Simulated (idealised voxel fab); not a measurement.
This section sets out a process module, namely voxel self aligned contacts.
Section cut is 260 nm wide and gridded with 5 nm square cells.
If you're reading a cross-section in this doc, picture square cells in a grid; it comes to you as bands, top ones listed first down to the bottom, and a band can be one or more rows of cells. Band entry format. Leading values: height of top, height of bottom, nm. Remainder: materials in left-to-right order, each with its width in nm. Special words: "edge to edge" on a single material, which then fills the band edge to edge; "air", empty space. Zero point of the height axis is 0; under it, received wafer = one material. Lowest band: continues down indefinitely, "from 0 down". With a width like "30->40", each row of cells in the band differs from the next by the same amount, the top row carrying the first number and the bottom row the second. Take "left unchanged" at face value: in the step it is given for, the cross-section changed in none of its cells. Entry "Closed void table" = empty spaces >= 8 cells with no open way to the top; each as width x height at distance, distance from left edge, all nm. Note: text after step settings on the step line = simulator remark on that step. You can add "overlay nm" to a step's line. For a step with a mask, it describes how far the mask lay to the right of its planned position, and a negative number describes a lay to the left.

Set out below are the planned steps of the process:
- 1: RECEIVE,material Si
- 2: CONFORMAL_DEP,material SiO2,thk nm 5
- 3: DIRECTIONAL_DEP,material polySi,thk nm 30
- 4: DIRECTIONAL_DEP,material SiN,thk nm 15
- 5: MASKED_ETCH,tone cover,mask id GATE,width nm 25,pitch nm 55,etch materials SiN,depth nm 15,overlay nm 0
- 6: MASKED_ETCH,tone cover,mask id GATE,width nm 25,pitch nm 55,etch materials polySi,depth nm 30,overlay nm 0
- 7: CONFORMAL_DEP,material SiN,thk nm 5
- 8: DIRECTIONAL_ETCH,etch materials SiN,depth nm 5
- 9: FILL_DEP,material SiO2,thk nm 20
- 10: CMP,height nm 60
- 11: PATTERN,tone open,mask id CONTACT,material resist,width nm 40,thk nm 20,overlay nm 0
- 12: DIRECTIONAL_ETCH,etch materials SiO2,depth nm 60
- 13: STRIP,etch materials resist
- 14: CONFORMAL_DEP,material TiN,thk nm 5
- 15: FILL_DEP,material Ru,thk nm 5
- 16: CMP,height nm 60
- 17: CONFORMAL_DEP,material SiCN,thk nm 5

This is the cross-section of the wafer as we received it, i.e. after step 1:
	from 0 down: Si edge to edge
	Closed void table: none

Look at the cross-section after the module: the wafer started out the way shown above and the plan was the one shown above, yet one mistake was made along the way:
	from 65 to 60: SiCN edge to edge
	from 60 to 50: SiO2 110 / TiN 5 / Ru 30 / TiN 5 / SiO2 110
	from 50 to 45: SiO2 110 / TiN 15 / Ru 10 / TiN 15 / SiO2 110
	from 45 to 30: SiO2 85 / SiN 35 / TiN 5 / Ru 10 / TiN 5 / SiN 35 / SiO2 85
	from 30 to 5: SiO2 85 / SiN 5 / polySi 25 / SiN 5 / TiN 5 / Ru 10 / TiN 5 / SiN 5 / polySi 25 / SiN 5 / SiO2 85
	from 5 to 0: SiO2 120 / TiN 20 / SiO2 120
	from 0 down: Si edge to edge
	Closed void table: none
Finding, execution versus plan: rather than as planned, step 3 actually ran as DIRECTIONAL_DEP,material polySi,thk nm 25
